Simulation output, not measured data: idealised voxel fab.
Presented below is a process module, voxel transistor to metal.
260 nm wide, 5 nm square cells: that's cross-section cut.
Cross-section spec: square-cell grid; bands listed top down; each band is one or more rows.
Quick guide to a band line: top height, bottom height (nm) up front; then every material left to right with its width in nm. Only one material and it's marked "edge to edge"? Then it fills the band edge to edge. And "blank" just means empty space.
A quick word on heights: they are counted from 0, and under that level the wafer as it came to us is one material throughout. The lowest band is different from the rest in having no bottom; it simply continues downward, written as in "z 0 and below".
With a width like "30..40", each row of cells in the band differs from the next by the same amount, the top row carrying the first number and the bottom row the second.
A step reported as "nothing altered" is a step in which no cell of the cross-section changed.
The entry titled "Sealed void list" provides the empty spaces that have no open way to the top, restricted to those of 8 cells or more. Each is presented as width x height at distance, the distance being measured from the left edge, with all three in nm.
If you see something after the settings on a step's line, that's the simulator's own remark about that step.
overlay nm: for a step with a mask, the amount by which the mask lay right of where it was planned; a negative amount means left of it.

# Here's what the planned process steps look like
step 1: RECEIVE: material Si
step 2: OXIDIZE: depth nm 5
step 3: CONFORMAL_DEP: material SiN, thk nm 15
step 4: PATTERN: tone cover, mask id ACTIVE, material resist, width nm 95, pitch nm 125, thk nm 15, overlay nm 0
step 5: DIRECTIONAL_ETCH: etch materials SiN, depth nm 15
step 6: DIRECTIONAL_ETCH: etch materials SiO2, depth nm 5
step 7: DIRECTIONAL_ETCH: etch materials Si, depth nm 30
step 8: STRIP: etch materials resist
step 9: OXIDIZE: depth nm 5
step 10: FILL_DEP: material SiO2, thk nm 10
step 11: CMP: height nm 15
step 12: SELECTIVE_ETCH: etch materials SiO2, depth nm 10
step 13: STRIP: etch materials SiN
step 14: SELECTIVE_ETCH: etch materials SiO2, depth nm 5
step 15: OXIDIZE: depth nm 5
step 16: DIRECTIONAL_DEP: material polySi, thk nm 25
step 17: DIRECTIONAL_DEP: material SiCN, thk nm 15
step 18: MASKED_ETCH: tone cover, mask id GATE, width nm 25, pitch nm 125, etch materials SiCN, depth nm 25, overlay nm 0
step 19: MASKED_ETCH: tone cover, mask id GATE, width nm 25, pitch nm 125, etch materials polySi, depth nm 35, overlay nm 0
step 20: CONFORMAL_DEP: material SiN, thk nm 5
step 21: DIRECTIONAL_ETCH: etch materials SiN, depth nm 5
step 22: DIRECTIONAL_ETCH: etch materials SiO2, depth nm 5
step 23: DIRECTIONAL_ETCH: etch materials Si, depth nm 15
step 24: EPI: material SiGe, thk nm 15
step 25: FILL_DEP: material SiO2, thk nm 5
step 26: CMP: height nm 35
step 27: DIRECTIONAL_DEP: material SiO2, thk nm 15
step 28: MASKED_ETCH: tone open, mask id CONTACT, width nm 25, etch materials SiO2, depth nm 60, overlay nm 0
step 29: CONFORMAL_DEP: material TiN, thk nm 5
step 30: FILL_DEP: material W, thk nm 5
step 31: CMP: height nm 50
step 32: CONFORMAL_DEP: material SiN, thk nm 5
step 33: DIRECTIONAL_DEP: material SiO2, thk nm 15
step 34: DIRECTIONAL_DEP: material aC, thk nm 15
step 35: PATTERN: tone open, mask id METAL_1, material resist, width nm 15, thk nm 30, overlay nm 0
step 36: DIRECTIONAL_ETCH: etch materials aC, depth nm 15
step 37: STRIP: etch materials resist
step 38: DIRECTIONAL_ETCH: etch materials SiO2, depth nm 15
step 39: DIRECTIONAL_ETCH: etch materials SiN, depth nm 5
step 40: STRIP: etch materials aC
step 41: CONFORMAL_DEP: material TiN, thk nm 5
step 42: FILL_DEP: material Cu, thk nm 10
step 43: CMP: height nm 70
step 44: CONFORMAL_DEP: material SiN, thk nm 5

# Delivered wafer in cross-section: state after step 1
    z 0 and below: Si edge to edge
    Sealed void list: none

# first wafer at the end, as planned
    z 75 to 70: SiN edge to edge
    z 70 to 55: SiO2 (25) / TiN (5) / Cu (5) / TiN (5) / SiO2 (55) / TiN (5) / Cu (5) / TiN (5) / SiO2 (40) / TiN (5) / Cu (5) / TiN (5) / SiO2 (55) / TiN (5) / Cu (5) / TiN (5) / SiO2 (25)
    z 55 to 50: SiN (25) / TiN (15) / SiN (55) / TiN (15) / SiN (40) / TiN (15) / SiN (55) / TiN (15) / SiN (25)
    z 50 to 35: SiO2 (25) / TiN (5) / W (15) / TiN (5) / SiO2 (35) / TiN (5) / W (15) / TiN (5) / SiO2 (40) / TiN (5) / W (15) / TiN (5) / SiO2 (35) / TiN (5) / W (15) / TiN (5) / SiO2 (25)
    z 35 to 20: SiO2 (25) / TiN (5) / W (15) / TiN (5) / SiN (5) / SiCN (25) / SiN (5) / TiN (5) / W (15) / TiN (5) / SiO2 (40) / TiN (5) / W (15) / TiN (5) / SiN (5) / SiCN (25) / SiN (5) / TiN (5) / W (15) / TiN (5) / SiO2 (25)
    z 20 to 10: SiO2 (25) / TiN (5) / W (15) / TiN (5) / SiN (5) / polySi (25) / SiN (5) / TiN (5) / W (15) / TiN (5) / SiO2 (40) / TiN (5) / W (15) / TiN (5) / SiN (5) / polySi (25) / SiN (5) / TiN (5) / W (15) / TiN (5) / SiO2 (25)
    z 10 to 5: SiO2 (25) / TiN (25) / SiN (5) / polySi (25) / SiN (5) / TiN (25) / SiO2 (40) / TiN (25) / SiN (5) / polySi (25) / SiN (5) / TiN (25) / SiO2 (25)
    z 5 to 0: SiO2 (25) / TiN (10) / SiGe (15) / SiN (5) / polySi (25) / SiN (5) / SiGe (15) / TiN (10) / SiO2 (40) / TiN (10) / SiGe (15) / SiN (5) / polySi (25) / SiN (5) / SiGe (15) / TiN (10) / SiO2 (25)
    z 0 to -5: SiO2 (15) / SiN (5) / SiO2 (5) / TiN (10) / SiGe (15) / SiN (5) / polySi (25) / SiN (5) / SiGe (15) / TiN (10) / SiO2 (5) / SiN (5) / SiO2 (20) / SiN (5) / SiO2 (5) / TiN (10) / SiGe (15) / SiN (5) / polySi (25) / SiN (5) / SiGe (15) / TiN (10) / SiO2 (5) / SiN (5) / SiO2 (15)
    z -5 to -10: SiO2 (25) / TiN (10) / SiGe (15) / SiO2 (35) / SiGe (15) / TiN (10) / SiO2 (40) / TiN (10) / SiGe (15) / SiO2 (35) / SiGe (15) / TiN (10) / SiO2 (25)
    z -10 to -25: SiO2 (25) / SiGe (25) / Si (35) / SiGe (25) / SiO2 (40) / SiGe (25) / Si (35) / SiGe (25) / SiO2 (25)
    z -25 to -40: SiO2 (25) / Si (85) / SiO2 (40) / Si (85) / SiO2 (25)
    z -40 and below: Si edge to edge
    Sealed void list: none

# End-of-module cross-section of the second wafer: identical starting point and process plan to the first, with one processing mistake
    z 75 to 70: SiN edge to edge
    z 70 to 55: SiO2 (25) / TiN (5) / Cu (5) / TiN (5) / SiO2 (55) / TiN (5) / Cu (5) / TiN (5) / SiO2 (40) / TiN (5) / Cu (5) / TiN (5) / SiO2 (55) / TiN (5) / Cu (5) / TiN (5) / SiO2 (25)
    z 55 to 50: SiN (25) / TiN (15) / SiN (55) / TiN (15) / SiN (40) / TiN (15) / SiN (55) / TiN (15) / SiN (25)
    z 50 to 30: SiO2 (25) / TiN (5) / W (15) / TiN (5) / SiO2 (35) / TiN (5) / W (15) / TiN (5) / SiO2 (40) / TiN (5) / W (15) / TiN (5) / SiO2 (35) / TiN (5) / W (15) / TiN (5) / SiO2 (25)
    z 30 to 20: SiO2 (25) / TiN (5) / W (15) / TiN (5) / SiN (5) / SiCN (25) / SiN (5) / TiN (5) / W (15) / TiN (5) / SiO2 (40) / TiN (5) / W (15) / TiN (5) / SiN (5) / SiCN (25) / SiN (5) / TiN (5) / W (15) / TiN (5) / SiO2 (25)
    z 20 to 10: SiO2 (25) / TiN (5) / W (15) / TiN (5) / SiN (5) / polySi (25) / SiN (5) / TiN (5) / W (15) / TiN (5) / SiO2 (40) / TiN (5) / W (15) / TiN (5) / SiN (5) / polySi (25) / SiN (5) / TiN (5) / W (15) / TiN (5) / SiO2 (25)
    z 10 to 5: SiO2 (25) / TiN (25) / SiN (5) / polySi (25) / SiN (5) / TiN (25) / SiO2 (40) / TiN (25) / SiN (5) / polySi (25) / SiN (5) / TiN (25) / SiO2 (25)
    z 5 to 0: SiO2 (25) / TiN (10) / SiGe (15) / SiN (5) / polySi (25) / SiN (5) / SiGe (15) / TiN (10) / SiO2 (40) / TiN (10) / SiGe (15) / SiN (5) / polySi (25) / SiN (5) / SiGe (15) / TiN (10) / SiO2 (25)
    z 0 to -5: SiO2 (15) / SiN (5) / SiO2 (5) / TiN (10) / SiGe (15) / SiN (5) / polySi (25) / SiN (5) / SiGe (15) / TiN (10) / SiO2 (5) / SiN (5) / SiO2 (20) / SiN (5) / SiO2 (5) / TiN (10) / SiGe (15) / SiN (5) / polySi (25) / SiN (5) / SiGe (15) / TiN (10) / SiO2 (5) / SiN (5) / SiO2 (15)
    z -5 to -10: SiO2 (25) / TiN (10) / SiGe (15) / SiO2 (35) / SiGe (15) / TiN (10) / SiO2 (40) / TiN (10) / SiGe (15) / SiO2 (35) / SiGe (15) / TiN (10) / SiO2 (25)
    z -10 to -25: SiO2 (25) / SiGe (25) / Si (35) / SiGe (25) / SiO2 (40) / SiGe (25) / Si (35) / SiGe (25) / SiO2 (25)
    z -25 to -40: SiO2 (25) / Si (85) / SiO2 (40) / Si (85) / SiO2 (25)
    z -40 and below: Si edge to edge
    Sealed void list: none
The plan and the run diverged here: step 17, actual vs plan mismatch, actual run DIRECTIONAL_DEP: material SiCN, thk nm 10
At the finish, the second wafer shows more or fewer cells for some materials than the first does: -10 SiCN | -4 SiN | +14 SiO2
